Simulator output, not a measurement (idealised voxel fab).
Name of the process module below: voxel capacitor over wiring
For reference, the cross-section in this document is cut, with width 290 nm and square cells of 5 nm.
In this document a cross-section is written as a grid of square cells. It is given as a series of bands, listed from the top down, and a band is one or more rows of cells. It is stipulated that each band's entry specify, in nanometres, the height of the top of the band and then that of its bottom, followed by the materials of the band in left-to-right sequence, each together with its width in nanometres. A single material marked by the word "edge to edge" is understood to fill the band from edge to edge; the word "blank" is understood to denote empty space. Heights are expressed relative to 0, this being the level below which the as-received wafer comprises one material exclusively. The lowest band is unbounded in the downward direction and is denoted as in "0..down". Graded width ("30->40"): value in top row of band = first number; value in bottom row = second number; row-to-row change constant. Given "identical to before" for a step, no cell of the cross-section differs between before and after that step. "Voids lacking openings" - sealed voids, min. 8 cells, no opening to top; format: width x height at distance (distance from left edge; nm throughout). after a step's settings: what the simulator itself notes on the step. The optional step-line setting "overlay nm" applies to steps with a mask and quantifies how far to the right of its planned location the mask lay, a negative value indicating leftward placement. Every pair from here on: before one process step, after it. The after cross-section reaches only to the lowest band that changed. Below the pair: the step in between and its settings. Pairs can belong to different runs of this module on the same starting wafer; a pair carries on from the pair above only if the entry headed "Preceding state" says so.

Preceding state:
  0..down: Si edge to edge
  Voids lacking openings: none

State After Step:
  10..0: SiO2 edge to edge
  For the remainder of the cross-section, below 0, there is no change.
  Voids lacking openings: none
The two cross-sections above are separated by a single process step, namely CONFORMAL_DEP | material SiO2 | thk nm 10

Preceding state: no separate figure, the pair right above already shows it after its step.

State After Step:
  15..10: TiN edge to edge
  For the remainder of the cross-section, below 10, there is no change.
  Voids lacking openings: none
The two cross-sections above are separated by a single process step, namely DIRECTIONAL_DEP | material TiN | thk nm 5

Preceding state: no separate figure, the pair right above already shows it after its step.

State After Step:
  40..15: Ru edge to edge
  For the remainder of the cross-section, below 15, there is no change.
  Voids lacking openings: none
The two cross-sections above are separated by a single process step, namely DIRECTIONAL_DEP | material Ru | thk nm 25

Preceding state: no separate figure, the pair right above already shows it after its step.

State After Step:
  55..40: blank 85, then resist 25, then blank 70, then resist 25, then blank 85
  For the remainder of the cross-section, below 40, there is no change.
  Voids lacking openings: none
The two cross-sections above are separated by a single process step, namely PATTERN | tone cover | mask id METAL_1 | material resist | width nm 25 | pitch nm 95 | thk nm 15 | overlay nm 0

Preceding state: no separate figure, the pair right above already shows it after its step.

State After Step:
  55..40: blank 85, then resist 25, then blank 70, then resist 25, then blank 85
  40..15: blank 85, then Ru 25, then blank 70, then Ru 25, then blank 85
  For the remainder of the cross-section, below 15, there is no change.
  Voids lacking openings: none
The two cross-sections above are separated by a single process step, namely DIRECTIONAL_ETCH | etch materials Ru | depth nm 25

Preceding state: no separate figure, the pair right above already shows it after its step.

State After Step:
  55..40: blank 85, then resist 25, then blank 70, then resist 25, then blank 85
  40..15: blank 85, then Ru 25, then blank 70, then Ru 25, then blank 85
  15..10: blank 85, then TiN 25, then blank 70, then TiN 25, then blank 85
  For the remainder of the cross-section, below 10, there is no change.
  Voids lacking openings: none
The two cross-sections above are separated by a single process step, namely DIRECTIONAL_ETCH | etch materials TiN | depth nm 5

Preceding state: no separate figure, the pair right above already shows it after its step.

State After Step:
  40..15: blank 85, then Ru 25, then blank 70, then Ru 25, then blank 85
  For the remainder of the cross-section, below 15, there is no change.
  Voids lacking openings: none
The two cross-sections above are separated by a single process step, namely STRIP | etch materials resist

Preceding state: no separate figure, the pair right above already shows it after its step.

State After Step:
  45..40: blank 80, then SiCN 35, then blank 60, then SiCN 35, then blank 80
  40..15: blank 80, then SiCN 5, then Ru 25, then SiCN 5, then blank 60, then SiCN 5, then Ru 25, then SiCN 5, then blank 80
  15..10: SiCN 85, then TiN 25, then SiCN 70, then TiN 25, then SiCN 85
  For the remainder of the cross-section, below 10, there is no change.
  Voids lacking openings: none
The two cross-sections above are separated by a single process step, namely CONFORMAL_DEP | material SiCN | thk nm 5

Preceding state: no separate figure, the pair right above already shows it after its step.

State After Step:
  55..45: SiO2 edge to edge
  45..40: SiO2 80, then SiCN 35, then SiO2 60, then SiCN 35, then SiO2 80
  40..15: SiO2 80, then SiCN 5, then Ru 25, then SiCN 5, then SiO2 60, then SiCN 5, then Ru 25, then SiCN 5, then SiO2 80
  For the remainder of the cross-section, below 15, there is no change.
  Voids lacking openings: none
The two cross-sections above are separated by a single process step, namely FILL_DEP | material SiO2 | thk nm 10

Preceding state: no separate figure, the pair right above already shows it after its step.

State After Step:
  40..15: SiO2 80, then SiCN 5, then Ru 25, then SiCN 5, then SiO2 60, then SiCN 5, then Ru 25, then SiCN 5, then SiO2 80
  For the remainder of the cross-section, below 15, there is no change.
  Voids lacking openings: none
The two cross-sections above are separated by a single process step, namely CMP | height nm 40

Preceding state: no separate figure, the pair right above already shows it after its step.

State After Step:
  45..40: SiCN edge to edge
  For the remainder of the cross-section, below 40, there is no change.
  Voids lacking openings: none
The two cross-sections above are separated by a single process step, namely CONFORMAL_DEP | material SiCN | thk nm 5

Preceding state: no separate figure, the pair right above already shows it after its step.

State After Step:
  60..45: SiO2 edge to edge
  For the remainder of the cross-section, below 45, there is no change.
  Voids lacking openings: none
The two cross-sections above are separated by a single process step, namely DIRECTIONAL_DEP | material SiO2 | thk nm 15

Preceding state: no separate figure, the pair right above already shows it after its step.

State After Step:
  60..45: SiO2 95, then blank 15, then SiO2 180
  For the remainder of the cross-section, below 45, there is no change.
  Voids lacking openings: none
The two cross-sections above are separated by a single process step, namely MASKED_ETCH | tone open | mask id PLUG_1 | width nm 15 | etch materials SiO2 | depth nm 15 | overlay nm 0

Preceding state: no separate figure, the pair right above already shows it after its step.

State After Step:
  60..45: SiO2 95, then blank 15, then SiO2 180
  45..40: SiCN 95, then blank 15, then SiCN 180
  For the remainder of the cross-section, below 40, there is no change.
  Voids lacking openings: none
The two cross-sections above are separated by a single process step, namely MASKED_ETCH | tone open | mask id PLUG_1 | width nm 15 | etch materials SiCN | depth nm 5 | overlay nm 0

Preceding state: no separate figure, the pair right above already shows it after its step.

State After Step:
  65..60: TiN 100, then blank 5, then TiN 185
  60..45: SiO2 95, then TiN 5, then blank 5, then TiN 5, then SiO2 180
  45..40: SiCN 95, then TiN 15, then SiCN 180
  For the remainder of the cross-section, below 40, there is no change.
  Voids lacking openings: none
The two cross-sections above are separated by a single process step, namely CONFORMAL_DEP | material TiN | thk nm 5

Preceding state: no separate figure, the pair right above already shows it after its step.

State After Step:
  70..65: W edge to edge
  65..60: TiN 100, then W 5, then TiN 185
  60..45: SiO2 95, then TiN 5, then W 5, then TiN 5, then SiO2 180
  For the remainder of the cross-section, below 45, there is no change.
  Voids lacking openings: none
The two cross-sections above are separated by a single process step, namely FILL_DEP | material W | thk nm 5

Preceding state: no separate figure, the pair right above already shows it after its step.

State After Step:
  60..45: SiO2 95, then TiN 5, then W 5, then TiN 5, then SiO2 180
  For the remainder of the cross-section, below 45, there is no change.
  Voids lacking openings: none
The two cross-sections above are separated by a single process step, namely CMP | height nm 60

Preceding state: no separate figure, the pair right above already shows it after its step.

State After Step:
  65..60: TiN edge to edge
  For the remainder of the cross-section, below 60, there is no change.
  Voids lacking openings: none
The two cross-sections above are separated by a single process step, namely DIRECTIONAL_DEP | material TiN | thk nm 5

Preceding state: no separate figure, the pair right above already shows it after its step.

State After Step:
  70..65: SiN edge to edge
  For the remainder of the cross-section, below 65, there is no change.
  Voids lacking openings: none
The two cross-sections above are separated by a single process step, namely DIRECTIONAL_DEP | material SiN | thk nm 5

Preceding state: no separate figure, the pair right above already shows it after its step.

State After Step:
  75..70: TiN edge to edge
  For the remainder of the cross-section, below 70, there is no change.
  Voids lacking openings: none
The two cross-sections above are separated by a single process step, namely DIRECTIONAL_DEP | material TiN | thk nm 5

Preceding state: no separate figure, the pair right above already shows it after its step.

State After Step:
  85..75: aC edge to edge
  For the remainder of the cross-section, below 75, there is no change.
  Voids lacking openings: none
The two cross-sections above are separated by a single process step, namely DIRECTIONAL_DEP | material aC | thk nm 10

Preceding state: no separate figure, the pair right above already shows it after its step.

State After Step:
  110..85: blank 95, then resist 75, then blank 120
  For the remainder of the cross-section, below 85, there is no change.
  Voids lacking openings: none
The two cross-sections above are separated by a single process step, namely PATTERN | tone cover | mask id UPPER_PLATE | material resist | width nm 75 | thk nm 25 | overlay nm 0

Preceding state: no separate figure, the pair right above already shows it after its step.

State After Step:
  100..85: blank 95, then resist 75, then blank 120
  85..75: blank 95, then aC 75, then blank 120
  For the remainder of the cross-section, below 75, there is no change.
  Voids lacking openings: none
The two cross-sections above are separated by a single process step, namely DIRECTIONAL_ETCH | etch materials aC | depth nm 10

Preceding state: no separate figure, the pair right above already shows it after its step.

State After Step:
  85..75: blank 95, then aC 75, then blank 120
  For the remainder of the cross-section, below 75, there is no change.
  Voids lacking openings: none
The two cross-sections above are separated by a single process step, namely STRIP | etch materials resist

Preceding state: no separate figure, the pair right above already shows it after its step.

State After Step:
  85..75: blank 95, then aC 75, then blank 120
  75..70: blank 95, then TiN 75, then blank 120
  For the remainder of the cross-section, below 70, there is no change.
  Voids lacking openings: none
The two cross-sections above are separated by a single process step, namely DIRECTIONAL_ETCH | etch materials TiN | depth nm 5

Preceding state: no separate figure, the pair right above already shows it after its step.

State After Step:
  85..75: blank 95, then aC 75, then blank 120
  75..70: blank 95, then TiN 75, then blank 120
  70..65: blank 95, then SiN 75, then blank 120
  For the remainder of the cross-section, below 65, there is no change.
  Voids lacking openings: none
The two cross-sections above are separated by a single process step, namely DIRECTIONAL_ETCH | etch materials SiN | depth nm 5

Preceding state: no separate figure, the pair right above already shows it after its step.

State After Step:
  75..70: blank 95, then TiN 75, then blank 120
  For the remainder of the cross-section, below 70, there is no change.
  Voids lacking openings: none
The two cross-sections above are separated by a single process step, namely STRIP | etch materials aC

Preceding state: no separate figure, the pair right above already shows it after its step.

State After Step:
  75..70: blank 95, then TiN 75, then blank 120
  70..65: blank 95, then SiN 75, then blank 120
  65..60: blank 90, then TiN 85, then blank 115
  For the remainder of the cross-section, below 60, there is no change.
  Voids lacking openings: none
The two cross-sections above are separated by a single process step, namely MASKED_ETCH | tone cover | mask id LOWER_PLATE | width nm 85 | etch materials TiN | depth nm 5 | overlay nm 0

Preceding state: no separate figure, the pair right above already shows it after its step.

State After Step:
  90..75: SiO2 edge to edge
  75..70: SiO2 95, then TiN 75, then SiO2 120
  70..65: SiO2 95, then SiN 75, then SiO2 120
  65..60: SiO2 90, then TiN 85, then SiO2 115
  For the remainder of the cross-section, below 60, there is no change.
  Voids lacking openings: none
The two cross-sections above are separated by a single process step, namely FILL_DEP | material SiO2 | thk nm 15

Preceding state: no separate figure, the pair right above already shows it after its step.

State After Step:
  85..75: SiO2 edge to edge
  For the remainder of the cross-section, below 75, there is no change.
  Voids lacking openings: none
The two cross-sections above are separated by a single process step, namely CMP | height nm 85

Preceding state: no separate figure, the pair right above already shows it after its step.

State After Step:
  100..85: aC edge to edge
  For the remainder of the cross-section, below 85, there is no change.
  Voids lacking openings: none
The two cross-sections above are separated by a single process step, namely DIRECTIONAL_DEP | material aC | thk nm 15

Preceding state: no separate figure, the pair right above already shows it after its step.

State After Step:
  130..100: resist 105, then blank 15, then resist 170
  For the remainder of the cross-section, below 100, there is no change.
  Voids lacking openings: none
The two cross-sections above are separated by a single process step, namely PATTERN | tone open | mask id PLUG_2 | material resist | width nm 15 | thk nm 30 | overlay nm 0

Preceding state: no separate figure, the pair right above already shows it after its step.

State After Step:
  115..100: resist 105, then blank 15, then resist 170
  100..85: aC 105, then blank 15, then aC 170
  For the remainder of the cross-section, below 85, there is no change.
  Voids lacking openings: none
The two cross-sections above are separated by a single process step, namely DIRECTIONAL_ETCH | etch materials aC | depth nm 15

Preceding state: no separate figure, the pair right above already shows it after its step.

State After Step:
  100..85: aC 105, then blank 15, then aC 170
  For the remainder of the cross-section, below 85, there is no change.
  Voids lacking openings: none
The two cross-sections above are separated by a single process step, namely STRIP | etch materials resist

Preceding state: no separate figure, the pair right above already shows it after its step.

State After Step:
  100..85: aC 105, then blank 15, then aC 170
  85..75: SiO2 105, then blank 15, then SiO2 170
  For the remainder of the cross-section, below 75, there is no change.
  Voids lacking openings: none
The two cross-sections above are separated by a single process step, namely DIRECTIONAL_ETCH | etch materials SiO2 | depth nm 10

Preceding state: no separate figure, the pair right above already shows it after its step.

State After Step:
  85..75: SiO2 105, then blank 15, then SiO2 170
  For the remainder of the cross-section, below 75, there is no change.
  Voids lacking openings: none
The two cross-sections above are separated by a single process step, namely STRIP | etch materials aC

Preceding state: no separate figure, the pair right above already shows it after its step.

State After Step:
  90..85: TiN 110, then blank 5, then TiN 175
  85..80: SiO2 105, then TiN 5, then blank 5, then TiN 5, then SiO2 170
  80..70: SiO2 105->95, then TiN 15->75, then SiO2 170->120
  For the remainder of the cross-section, below 70, there is no change.
  Voids lacking openings: none
The two cross-sections above are separated by a single process step, namely CONFORMAL_DEP | material TiN | thk nm 5

Preceding state: no separate figure, the pair right above already shows it after its step.

State After Step:
  95..90: W edge to edge
  90..85: TiN 110, then W 5, then TiN 175
  85..80: SiO2 105, then TiN 5, then W 5, then TiN 5, then SiO2 170
  For the remainder of the cross-section, below 80, there is no change.
  Voids lacking openings: none
The two cross-sections above are separated by a single process step, namely FILL_DEP | material W | thk nm 5

Preceding state: no separate figure, the pair right above already shows it after its step.

State After Step:
  85..80: SiO2 105, then TiN 5, then W 5, then TiN 5, then SiO2 170
  For the remainder of the cross-section, below 80, there is no change.
  Voids lacking openings: none
The two cross-sections above are separated by a single process step, namely CMP | height nm 85

Preceding state: no separate figure, the pair right above already shows it after its step.

State After Step:
  90..85: SiN edge to edge
  For the remainder of the cross-section, below 85, there is no change.
  Voids lacking openings: none
The two cross-sections above are separated by a single process step, namely CONFORMAL_DEP | material SiN | thk nm 5

Preceding state:
  10..0: SiO2 edge to edge
  0..down: Si edge to edge
  Voids lacking openings: none

State After Step:
  35..10: Ru edge to edge
  For the remainder of the cross-section, below 10, there is no change.
  Voids lacking openings: none
The two cross-sections above are separated by a single process step, namely DIRECTIONAL_DEP | material Ru | thk nm 25

Preceding state: no separate figure, the pair right above already shows it after its step.

State After Step:
  50..35: blank 85, then resist 25, then blank 70, then resist 25, then blank 85
  For the remainder of the cross-section, below 35, there is no change.
  Voids lacking openings: none
The two cross-sections above are separated by a single process step, namely PATTERN | tone cover | mask id METAL_1 | material resist | width nm 25 | pitch nm 95 | thk nm 15 | overlay nm 0

Preceding state: no separate figure, the pair right above already shows it after its step.

State After Step:
  50..35: blank 85, then resist 25, then blank 70, then resist 25, then blank 85
  35..10: blank 85, then Ru 25, then blank 70, then Ru 25, then blank 85
  For the remainder of the cross-section, below 10, there is no change.
  Voids lacking openings: none
The two cross-sections above are separated by a single process step, namely DIRECTIONAL_ETCH | etch materials Ru | depth nm 25

Preceding state: no separate figure, the pair right above already shows it after its step.

State After Step:
  35..10: blank 85, then Ru 25, then blank 70, then Ru 25, then blank 85
  For the remainder of the cross-section, below 10, there is no change.
  Voids lacking openings: none
The two cross-sections above are separated by a single process step, namely STRIP | etch materials resist

Preceding state: no separate figure, the pair right above already shows it after its step.

State After Step:
  40..35: blank 80, then SiCN 35, then blank 60, then SiCN 35, then blank 80
  35..15: blank 80, then SiCN 5, then Ru 25, then SiCN 5, then blank 60, then SiCN 5, then Ru 25, then SiCN 5, then blank 80
  15..10: SiCN 85, then Ru 25, then SiCN 70, then Ru 25, then SiCN 85
  For the remainder of the cross-section, below 10, there is no change.
  Voids lacking openings: none
The two cross-sections above are separated by a single process step, namely CONFORMAL_DEP | material SiCN | thk nm 5

Preceding state: no separate figure, the pair right above already shows it after its step.

State After Step:
  50..40: SiO2 edge to edge
  40..35: SiO2 80, then SiCN 35, then SiO2 60, then SiCN 35, then SiO2 80
  35..15: SiO2 80, then SiCN 5, then Ru 25, then SiCN 5, then SiO2 60, then SiCN 5, then Ru 25, then SiCN 5, then SiO2 80
  For the remainder of the cross-section, below 15, there is no change.
  Voids lacking openings: none
The two cross-sections above are separated by a single process step, namely FILL_DEP | material SiO2 | thk nm 10

Preceding state: no separate figure, the pair right above already shows it after its step.

State After Step:
  40..35: SiO2 80, then SiCN 35, then SiO2 60, then SiCN 35, then SiO2 80
  For the remainder of the cross-section, below 35, there is no change.
  Voids lacking openings: none
The two cross-sections above are separated by a single process step, namely CMP | height nm 40

Preceding state: no separate figure, the pair right above already shows it after its step.

State After Step:
  45..40: SiCN edge to edge
  For the remainder of the cross-section, below 40, there is no change.
  Voids lacking openings: none
The two cross-sections above are separated by a single process step, namely CONFORMAL_DEP | material SiCN | thk nm 5

Preceding state: no separate figure, the pair right above already shows it after its step.

State After Step:
  60..45: SiO2 edge to edge
  For the remainder of the cross-section, below 45, there is no change.
  Voids lacking openings: none
The two cross-sections above are separated by a single process step, namely DIRECTIONAL_DEP | material SiO2 | thk nm 15

Preceding state: no separate figure, the pair right above already shows it after its step.

State After Step:
  60..45: SiO2 95, then blank 15, then SiO2 180
  For the remainder of the cross-section, below 45, there is no change.
  Voids lacking openings: none
The two cross-sections above are separated by a single process step, namely MASKED_ETCH | tone open | mask id PLUG_1 | width nm 15 | etch materials SiO2 | depth nm 15 | overlay nm 0

Preceding state: no separate figure, the pair right above already shows it after its step.

State After Step:
  60..45: SiO2 95, then blank 15, then SiO2 180
  45..40: SiCN 95, then blank 15, then SiCN 180
  For the remainder of the cross-section, below 40, there is no change.
  Voids lacking openings: none
The two cross-sections above are separated by a single process step, namely MASKED_ETCH | tone open | mask id PLUG_1 | width nm 15 | etch materials SiCN | depth nm 5 | overlay nm 0

Preceding state: no separate figure, the pair right above already shows it after its step.

State After Step:
  65..60: TiN 100, then blank 5, then TiN 185
  60..45: SiO2 95, then TiN 5, then blank 5, then TiN 5, then SiO2 180
  45..40: SiCN 95, then TiN 15, then SiCN 180
  For the remainder of the cross-section, below 40, there is no change.
  Voids lacking openings: none
The two cross-sections above are separated by a single process step, namely CONFORMAL_DEP | material TiN | thk nm 5

Preceding state: no separate figure, the pair right above already shows it after its step.

State After Step:
  70..65: W edge to edge
  65..60: TiN 100, then W 5, then TiN 185
  60..45: SiO2 95, then TiN 5, then W 5, then TiN 5, then SiO2 180
  For the remainder of the cross-section, below 45, there is no change.
  Voids lacking openings: none
The two cross-sections above are separated by a single process step, namely FILL_DEP | material W | thk nm 5

Preceding state: no separate figure, the pair right above already shows it after its step.

State After Step:
  60..45: SiO2 95, then TiN 5, then W 5, then TiN 5, then SiO2 180
  For the remainder of the cross-section, below 45, there is no change.
  Voids lacking openings: none
The two cross-sections above are separated by a single process step, namely CMP | height nm 60

Preceding state: no separate figure, the pair right above already shows it after its step.

State After Step:
  65..60: TiN edge to edge
  For the remainder of the cross-section, below 60, there is no change.
  Voids lacking openings: none
The two cross-sections above are separated by a single process step, namely DIRECTIONAL_DEP | material TiN | thk nm 5

Preceding state: no separate figure, the pair right above already shows it after its step.

State After Step:
  70..65: SiN edge to edge
  For the remainder of the cross-section, below 65, there is no change.
  Voids lacking openings: none
The two cross-sections above are separated by a single process step, namely DIRECTIONAL_DEP | material SiN | thk nm 5

Preceding state: no separate figure, the pair right above already shows it after its step.

State After Step:
  75..70: TiN edge to edge
  For the remainder of the cross-section, below 70, there is no change.
  Voids lacking openings: none
The two cross-sections above are separated by a single process step, namely DIRECTIONAL_DEP | material TiN | thk nm 5

Preceding state: no separate figure, the pair right above already shows it after its step.

State After Step:
  85..75: aC edge to edge
  For the remainder of the cross-section, below 75, there is no change.
  Voids lacking openings: none
The two cross-sections above are separated by a single process step, namely DIRECTIONAL_DEP | material aC | thk nm 10

Preceding state: no separate figure, the pair right above already shows it after its step.

State After Step:
  110..85: blank 95, then resist 75, then blank 120
  For the remainder of the cross-section, below 85, there is no change.
  Voids lacking openings: none
The two cross-sections above are separated by a single process step, namely PATTERN | tone cover | mask id UPPER_PLATE | material resist | width nm 75 | thk nm 25 | overlay nm 0

Preceding state: no separate figure, the pair right above already shows it after its step.

State After Step:
  100..85: blank 95, then resist 75, then blank 120
  85..75: blank 95, then aC 75, then blank 120
  For the remainder of the cross-section, below 75, there is no change.
  Voids lacking openings: none
The two cross-sections above are separated by a single process step, namely DIRECTIONAL_ETCH | etch materials aC | depth nm 10

Preceding state: no separate figure, the pair right above already shows it after its step.

State After Step:
  85..75: blank 95, then aC 75, then blank 120
  For the remainder of the cross-section, below 75, there is no change.
  Voids lacking openings: none
The two cross-sections above are separated by a single process step, namely STRIP | etch materials resist

Preceding state: no separate figure, the pair right above already shows it after its step.

State After Step:
  85..75: blank 95, then aC 75, then blank 120
  75..70: blank 95, then TiN 75, then blank 120
  For the remainder of the cross-section, below 70, there is no change.
  Voids lacking openings: none
The two cross-sections above are separated by a single process step, namely DIRECTIONAL_ETCH | etch materials TiN | depth nm 5

Preceding state: no separate figure, the pair right above already shows it after its step.

State After Step:
  85..75: blank 95, then aC 75, then blank 120
  75..70: blank 95, then TiN 75, then blank 120
  70..65: blank 95, then SiN 75, then blank 120
  For the remainder of the cross-section, below 65, there is no change.
  Voids lacking openings: none
The two cross-sections above are separated by a single process step, namely DIRECTIONAL_ETCH | etch materials SiN | depth nm 5

Preceding state: no separate figure, the pair right above already shows it after its step.

State After Step:
  75..70: blank 95, then TiN 75, then blank 120
  For the remainder of the cross-section, below 70, there is no change.
  Voids lacking openings: none
The two cross-sections above are separated by a single process step, namely STRIP | etch materials aC

Preceding state: no separate figure, the pair right above already shows it after its step.

State After Step:
  75..70: blank 95, then TiN 75, then blank 120
  70..65: blank 95, then SiN 75, then blank 120
  65..60: blank 90, then TiN 85, then blank 115
  For the remainder of the cross-section, below 60, there is no change.
  Voids lacking openings: none
The two cross-sections above are separated by a single process step, namely MASKED_ETCH | tone cover | mask id LOWER_PLATE | width nm 85 | etch materials TiN | depth nm 5 | overlay nm 0

Preceding state: no separate figure, the pair right above already shows it after its step.

State After Step:
  90..75: SiO2 edge to edge
  75..70: SiO2 95, then TiN 75, then SiO2 120
  70..65: SiO2 95, then SiN 75, then SiO2 120
  65..60: SiO2 90, then TiN 85, then SiO2 115
  For the remainder of the cross-section, below 60, there is no change.
  Voids lacking openings: none
The two cross-sections above are separated by a single process step, namely FILL_DEP | material SiO2 | thk nm 15

Preceding state: no separate figure, the pair right above already shows it after its step.

State After Step:
  85..75: SiO2 edge to edge
  For the remainder of the cross-section, below 75, there is no change.
  Voids lacking openings: none
The two cross-sections above are separated by a single process step, namely CMP | height nm 85

Preceding state: no separate figure, the pair right above already shows it after its step.

State After Step:
  100..85: aC edge to edge
  For the remainder of the cross-section, below 85, there is no change.
  Voids lacking openings: none
The two cross-sections above are separated by a single process step, namely DIRECTIONAL_DEP | material aC | thk nm 15

Preceding state: no separate figure, the pair right above already shows it after its step.

State After Step:
  130..100: resist 105, then blank 15, then resist 170
  For the remainder of the cross-section, below 100, there is no change.
  Voids lacking openings: none
The two cross-sections above are separated by a single process step, namely PATTERN | tone open | mask id PLUG_2 | material resist | width nm 15 | thk nm 30 | overlay nm 0

Preceding state: no separate figure, the pair right above already shows it after its step.

State After Step:
  115..100: resist 105, then blank 15, then resist 170
  100..85: aC 105, then blank 15, then aC 170
  For the remainder of the cross-section, below 85, there is no change.
  Voids lacking openings: none
The two cross-sections above are separated by a single process step, namely DIRECTIONAL_ETCH | etch materials aC | depth nm 15

Preceding state: no separate figure, the pair right above already shows it after its step.

State After Step:
  100..85: aC 105, then blank 15, then aC 170
  For the remainder of the cross-section, below 85, there is no change.
  Voids lacking openings: none
The two cross-sections above are separated by a single process step, namely STRIP | etch materials resist

Preceding state: no separate figure, the pair right above already shows it after its step.

State After Step:
  100..85: aC 105, then blank 15, then aC 170
  85..75: SiO2 105, then blank 15, then SiO2 170
  For the remainder of the cross-section, below 75, there is no change.
  Voids lacking openings: none
The two cross-sections above are separated by a single process step, namely DIRECTIONAL_ETCH | etch materials SiO2 | depth nm 10

Preceding state: no separate figure, the pair right above already shows it after its step.

State After Step:
  85..75: SiO2 105, then blank 15, then SiO2 170
  For the remainder of the cross-section, below 75, there is no change.
  Voids lacking openings: none
The two cross-sections above are separated by a single process step, namely STRIP | etch materials aC

Preceding state: no separate figure, the pair right above already shows it after its step.

State After Step:
  90..85: TiN 110, then blank 5, then TiN 175
  85..80: SiO2 105, then TiN 5, then blank 5, then TiN 5, then SiO2 170
  80..70: SiO2 105->95, then TiN 15->75, then SiO2 170->120
  For the remainder of the cross-section, below 70, there is no change.
  Voids lacking openings: none
The two cross-sections above are separated by a single process step, namely CONFORMAL_DEP | material TiN | thk nm 5

Preceding state: no separate figure, the pair right above already shows it after its step.

State After Step:
  95..90: W edge to edge
  90..85: TiN 110, then W 5, then TiN 175
  85..80: SiO2 105, then TiN 5, then W 5, then TiN 5, then SiO2 170
  For the remainder of the cross-section, below 80, there is no change.
  Voids lacking openings: none
The two cross-sections above are separated by a single process step, namely FILL_DEP | material W | thk nm 5

Preceding state: no separate figure, the pair right above already shows it after its step.

State After Step:
  85..80: SiO2 105, then TiN 5, then W 5, then TiN 5, then SiO2 170
  For the remainder of the cross-section, below 80, there is no change.
  Voids lacking openings: none
The two cross-sections above are separated by a single process step, namely CMP | height nm 85

Preceding state: no separate figure, the pair right above already shows it after its step.

State After Step:
  90..85: SiN edge to edge
  For the remainder of the cross-section, below 85, there is no change.
  Voids lacking openings: none
The two cross-sections above are separated by a single process step, namely CONFORMAL_DEP | material SiN | thk nm 5

Preceding state:
  35..10: Ru edge to edge
  10..0: SiO2 edge to edge
  0..down: Si edge to edge
  Voids lacking openings: none

State After Step:
  40..35: TiN edge to edge
  For the remainder of the cross-section, below 35, there is no change.
  Voids lacking openings: none
The two cross-sections above are separated by a single process step, namely DIRECTIONAL_DEP | material TiN | thk nm 5

Preceding state: no separate figure, the pair right above already shows it after its step.

State After Step:
  55..40: blank 85, then resist 25, then blank 70, then resist 25, then blank 85
  For the remainder of the cross-section, below 40, there is no change.
  Voids lacking openings: none
The two cross-sections above are separated by a single process step, namely PATTERN | tone cover | mask id METAL_1 | material resist | width nm 25 | pitch nm 95 | thk nm 15 | overlay nm 0

Preceding state: no separate figure, the pair right above already shows it after its step.

State After Step:
  55..40: blank 85, then resist 25, then blank 70, then resist 25, then blank 85
  40..35: blank 85, then TiN 25, then blank 70, then TiN 25, then blank 85
  For the remainder of the cross-section, below 35, there is no change.
  Voids lacking openings: none
The two cross-sections above are separated by a single process step, namely DIRECTIONAL_ETCH | etch materials TiN | depth nm 5

Preceding state: no separate figure, the pair right above already shows it after its step.

State After Step:
  40..35: blank 85, then TiN 25, then blank 70, then TiN 25, then blank 85
  For the remainder of the cross-section, below 35, there is no change.
  Voids lacking openings: none
The two cross-sections above are separated by a single process step, namely STRIP | etch materials resist

Preceding state: no separate figure, the pair right above already shows it after its step.

State After Step:
  45..40: blank 80, then SiCN 35, then blank 60, then SiCN 35, then blank 80
  40..35: SiCN 85, then TiN 25, then SiCN 70, then TiN 25, then SiCN 85
  For the remainder of the cross-section, below 35, there is no change.
  Voids lacking openings: none
The two cross-sections above are separated by a single process step, namely CONFORMAL_DEP | material SiCN | thk nm 5

Preceding state: no separate figure, the pair right above already shows it after its step.

State After Step:
  55..45: SiO2 edge to edge
  45..40: SiO2 80, then SiCN 35, then SiO2 60, then SiCN 35, then SiO2 80
  For the remainder of the cross-section, below 40, there is no change.
  Voids lacking openings: none
The two cross-sections above are separated by a single process step, namely FILL_DEP | material SiO2 | thk nm 10

Preceding state: no separate figure, the pair right above already shows it after its step.

State After Step:
  40..35: SiCN 85, then TiN 25, then SiCN 70, then TiN 25, then SiCN 85
  For the remainder of the cross-section, below 35, there is no change.
  Voids lacking openings: none
The two cross-sections above are separated by a single process step, namely CMP | height nm 40

Preceding state: no separate figure, the pair right above already shows it after its step.

State After Step:
  45..40: SiCN edge to edge
  For the remainder of the cross-section, below 40, there is no change.
  Voids lacking openings: none
The two cross-sections above are separated by a single process step, namely CONFORMAL_DEP | material SiCN | thk nm 5

Preceding state: no separate figure, the pair right above already shows it after its step.

State After Step:
  60..45: SiO2 edge to edge
  For the remainder of the cross-section, below 45, there is no change.
  Voids lacking openings: none
The two cross-sections above are separated by a single process step, namely DIRECTIONAL_DEP | material SiO2 | thk nm 15

Preceding state: no separate figure, the pair right above already shows it after its step.

State After Step:
  60..45: SiO2 95, then blank 15, then SiO2 180
  For the remainder of the cross-section, below 45, there is no change.
  Voids lacking openings: none
The two cross-sections above are separated by a single process step, namely MASKED_ETCH | tone open | mask id PLUG_1 | width nm 15 | etch materials SiO2 | depth nm 15 | overlay nm 0

Preceding state: no separate figure, the pair right above already shows it after its step.

State After Step:
  60..45: SiO2 95, then blank 15, then SiO2 180
  45..40: SiCN 95, then blank 15, then SiCN 180
  For the remainder of the cross-section, below 40, there is no change.
  Voids lacking openings: none
The two cross-sections above are separated by a single process step, namely MASKED_ETCH | tone open | mask id PLUG_1 | width nm 15 | etch materials SiCN | depth nm 5 | overlay nm 0

Preceding state: no separate figure, the pair right above already shows it after its step.

State After Step:
  65..60: TiN 100, then blank 5, then TiN 185
  60..45: SiO2 95, then TiN 5, then blank 5, then TiN 5, then SiO2 180
  45..40: SiCN 95, then TiN 15, then SiCN 180
  For the remainder of the cross-section, below 40, there is no change.
  Voids lacking openings: none
The two cross-sections above are separated by a single process step, namely CONFORMAL_DEP | material TiN | thk nm 5

Preceding state: no separate figure, the pair right above already shows it after its step.

State After Step:
  70..65: W edge to edge
  65..60: TiN 100, then W 5, then TiN 185
  60..45: SiO2 95, then TiN 5, then W 5, then TiN 5, then SiO2 180
  For the remainder of the cross-section, below 45, there is no change.
  Voids lacking openings: none
The two cross-sections above are separated by a single process step, namely FILL_DEP | material W | thk nm 5

Preceding state: no separate figure, the pair right above already shows it after its step.

State After Step:
  60..45: SiO2 95, then TiN 5, then W 5, then TiN 5, then SiO2 180
  For the remainder of the cross-section, below 45, there is no change.
  Voids lacking openings: none
The two cross-sections above are separated by a single process step, namely CMP | height nm 60

Preceding state: no separate figure, the pair right above already shows it after its step.

State After Step:
  65..60: TiN edge to edge
  For the remainder of the cross-section, below 60, there is no change.
  Voids lacking openings: none
The two cross-sections above are separated by a single process step, namely DIRECTIONAL_DEP | material TiN | thk nm 5
